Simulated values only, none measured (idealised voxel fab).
Presented below is a process module, voxel tone inversion.
FYI the section here is cut, 145 nm wide, cells are 5 nm squares.
Each cross-section below is a grid of square cells, stated as bands in top-down order, with one or more rows of cells making up each band. For a band, the entry starts with two heights in nm, that of the top and then that of the bottom, and carries on with the band's materials in order from left to right, each alongside its width in nm; the word "throughout" beside a single material means it fills the band edge to edge, and "empty" means empty space. Basically, 0 is our baseline, since under it the wafer straight out of the box is all one material. The bottom band has no lower end and keeps on going down, so it looks like "0 down". A two-number width, for instance "30 to 40", indicates that the width is equal to the first number in the top row of the band and to the second number in the bottom row, and that it changes by a constant amount per row of cells. Where a step carries "everything unchanged", the cross-section came out of it unchanged, cell for cell. Under "Trapped void list" you'll find the enclosed gaps, the ones with no way out to the top, that are 8 cells or bigger; each reads width x height at distance, with distance counted from the left edge, everything in nm. On a step's line, text after the settings is the simulator commenting on that step. What "overlay nm" on a step's line means: if the step has a mask, that mask lay this far to the right of its planned place, or, when the value is negative, to the left.

## Planned step list for the process
1. RECEIVE,material Si
2. CONFORMAL_DEP,material SiN,thk nm 5
3. DIRECTIONAL_DEP,material aC,thk nm 25
4. PATTERN,tone cover,mask id POSTS,material resist,width nm 15,pitch nm 35,thk nm 30,overlay nm 0
5. DIRECTIONAL_ETCH,etch materials aC,depth nm 25
6. STRIP,etch materials resist
7. FILL_DEP,material lowk,thk nm 5
8. CMP,height nm 30
9. STRIP,etch materials aC
10. CONFORMAL_DEP,material TiN,thk nm 5
11. FILL_DEP,material W,thk nm 5
12. CMP,height nm 30
13. CONFORMAL_DEP,material SiN,thk nm 5

## As received (post step 1): cross-section
  0 down = Si throughout
  Trapped void list: none

## Final wafer profile in cross-section after the module, from the same start and plan as above, with one mistake made during processing
  35 to 30 = SiN throughout
  30 to 10 = W 25 nm  TiN 5 nm  lowk 15 nm  TiN 5 nm  W 10 nm  TiN 5 nm  lowk 15 nm  TiN 5 nm  W 10 nm  TiN 5 nm  lowk 15 nm  TiN 5 nm  W 25 nm
  10 to 5 = TiN 30 nm  lowk 15 nm  TiN 20 nm  lowk 15 nm  TiN 20 nm  lowk 15 nm  TiN 30 nm
  5 to 0 = SiN throughout
  0 down = Si throughout
  Trapped void list: none
Short version of what went wrong: not per plan at step 4, really ran PATTERN,tone open,mask id POSTS,material resist,width nm 15,pitch nm 35,thk nm 30,overlay nm 0
